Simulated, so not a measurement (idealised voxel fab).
Title: Process Module voxel gate over fins
Cross-section cut spans 225 nm and uses square cells 5 nm in size.
A cross-section is written here as square cells arranged in a grid, and it is given in bands from the top down, each band taking up one or more rows of cells.
Top height, bottom height, nm. Materials left to right, width each, nm. Single material + "edge to edge" = fills band edge to edge. "air" = empty.
Counting heights begins at 0, where everything beneath is, in the wafer as received, one material. The lowest band has no bottom; it goes on downwards, as "top 0, no bottom" shows.
Per-row width for "30->40": begins at first number (top row of band), ends at second number (bottom row), increment between rows held constant.
"no alteration", as given for a step, is the statement that not any cell of the cross-section underwent a change during that step.
The entry "Internal closed voids" lists the empty spaces that cover at least 8 cells and have no open path to the top. Each is written as width x height at distance, where the distance is measured from the left edge and all three values are in nm.
Formally, on a step line, whatever follows the settings is a remark that the simulator itself makes on the step.
You can add "overlay nm" to a step's line. For a step with a mask, it describes how far the mask lay to the right of its planned position, and a negative number describes a lay to the left.
Set out below are the planned steps of the process
1. RECEIVE | material Si
2. CONFORMAL_DEP | material SiN | thk nm 10
3. DIRECTIONAL_DEP | material aC | thk nm 15
4. PATTERN | tone cover | mask id FINS | material resist | width nm 15 | pitch nm 35 | thk nm 30 | overlay nm -15
5. DIRECTIONAL_ETCH | etch materials aC | depth nm 15
6. STRIP | etch materials resist
7. DIRECTIONAL_ETCH | etch materials SiN | depth nm 10
8. DIRECTIONAL_ETCH | etch materials Si | depth nm 40
9. STRIP | etch materials aC
10. OXIDIZE | depth nm 5
11. FILL_DEP | material SiO2 | thk nm 10
12. CMP | height nm 10
13. SELECTIVE_ETCH | etch materials SiO2 | depth nm 20
14. STRIP | etch materials SiN
15. CONFORMAL_DEP | material HfO2 | thk nm 5
16. CONFORMAL_DEP | material TiN | thk nm 5
17. CONFORMAL_DEP | material TiAl | thk nm 5
18. CONFORMAL_DEP | material TiN | thk nm 5
19. FILL_DEP | material W | thk nm 10
20. CMP | height nm 25
21. CONFORMAL_DEP | material SiN | thk nm 10
Among the wafers covered here, the point of difference is the overlay nm at step 4; their starting state is shared, and the plan presents the value of the first wafer.
Incoming state of the first of several wafers in cross-section: after step 1
> top 0, no bottom  Si edge to edge
> Internal closed voids: none
At the end of the module, after its last step, step 21, the first of several wafers appears in cross-section as follows
> top 35, bottom 25  SiN edge to edge
> top 25, bottom 20  W edge to edge
> top 20, bottom 15  W: 20  TiN: 150  W: 55
> top 15, bottom 10  W: 20  TiN: 5  TiAl: 140  TiN: 5  W: 55
> top 10, bottom 5  TiN: 25  TiAl: 5  TiN: 25  TiAl: 10  TiN: 25  TiAl: 10  TiN: 25  TiAl: 10  TiN: 25  TiAl: 5  TiN: 60
> top 5, bottom 0  TiAl: 30  TiN: 5  HfO2: 15  TiN: 5  TiAl: 10  TiN: 5  HfO2: 15  TiN: 5  TiAl: 10  TiN: 5  HfO2: 15  TiN: 5  TiAl: 10  TiN: 5  HfO2: 15  TiN: 5  TiAl: 65
> top 0, bottom -5  TiN: 35  HfO2: 5  Si: 5  HfO2: 5  TiN: 20  HfO2: 5  Si: 5  HfO2: 5  TiN: 20  HfO2: 5  Si: 5  HfO2: 5  TiN: 20  HfO2: 5  Si: 5  HfO2: 5  TiN: 70
> top -5, bottom -10  HfO2: 40  Si: 5  HfO2: 30  Si: 5  HfO2: 30  Si: 5  HfO2: 30  Si: 5  HfO2: 75
> top -10, bottom -45  SiO2: 40  Si: 5  SiO2: 30  Si: 5  SiO2: 30  Si: 5  SiO2: 30  Si: 5  SiO2: 75
> top -45, no bottom  Si edge to edge
> Internal closed voids: none
The last wafer as seen in cross-section at the end of the module
> top 35, bottom 25  SiN edge to edge
> top 25, bottom 20  W edge to edge
> top 20, bottom 15  W: 50  TiN: 150  W: 25
> top 15, bottom 10  W: 50  TiN: 5  TiAl: 140  TiN: 5  W: 25
> top 10, bottom 5  TiN: 55  TiAl: 5  TiN: 25  TiAl: 10  TiN: 25  TiAl: 10  TiN: 25  TiAl: 10  TiN: 25  TiAl: 5  TiN: 30
> top 5, bottom 0  TiAl: 60  TiN: 5  HfO2: 15  TiN: 5  TiAl: 10  TiN: 5  HfO2: 15  TiN: 5  TiAl: 10  TiN: 5  HfO2: 15  TiN: 5  TiAl: 10  TiN: 5  HfO2: 15  TiN: 5  TiAl: 35
> top 0, bottom -5  TiN: 65  HfO2: 5  Si: 5  HfO2: 5  TiN: 20  HfO2: 5  Si: 5  HfO2: 5  TiN: 20  HfO2: 5  Si: 5  HfO2: 5  TiN: 20  HfO2: 5  Si: 5  HfO2: 5  TiN: 40
> top -5, bottom -10  HfO2: 70  Si: 5  HfO2: 30  Si: 5  HfO2: 30  Si: 5  HfO2: 30  Si: 5  HfO2: 45
> top -10, bottom -45  SiO2: 70  Si: 5  SiO2: 30  Si: 5  SiO2: 30  Si: 5  SiO2: 30  Si: 5  SiO2: 45
> top -45, no bottom  Si edge to edge
> Internal closed voids: none
Per wafer, end of module: cells gained (+) or lost (-) per material since receipt, then closed voids
overlay nm -15 | +61 HfO2 | -369 Si | +90 SiN | +287 SiO2 | +61 TiAl | +110 TiN | +75 W | Internal closed voids: none
overlay nm -10 | +61 HfO2 | -369 Si | +90 SiN | +287 SiO2 | +61 TiAl | +110 TiN | +75 W | Internal closed voids: none
overlay nm -5 | +61 HfO2 | -369 Si | +90 SiN | +287 SiO2 | +61 TiAl | +110 TiN | +75 W | Internal closed voids: none
overlay nm 0 | +61 HfO2 | -369 Si | +90 SiN | +287 SiO2 | +61 TiAl | +110 TiN | +75 W | Internal closed voids: none
overlay nm 5 | +61 HfO2 | -369 Si | +90 SiN | +287 SiO2 | +61 TiAl | +110 TiN | +75 W | Internal closed voids: none
overlay nm 10 | +61 HfO2 | -369 Si | +90 SiN | +287 SiO2 | +61 TiAl | +110 TiN | +75 W | Internal closed voids: none
overlay nm 15 | +61 HfO2 | -369 Si | +90 SiN | +287 SiO2 | +61 TiAl | +110 TiN | +75 W | Internal closed voids: none
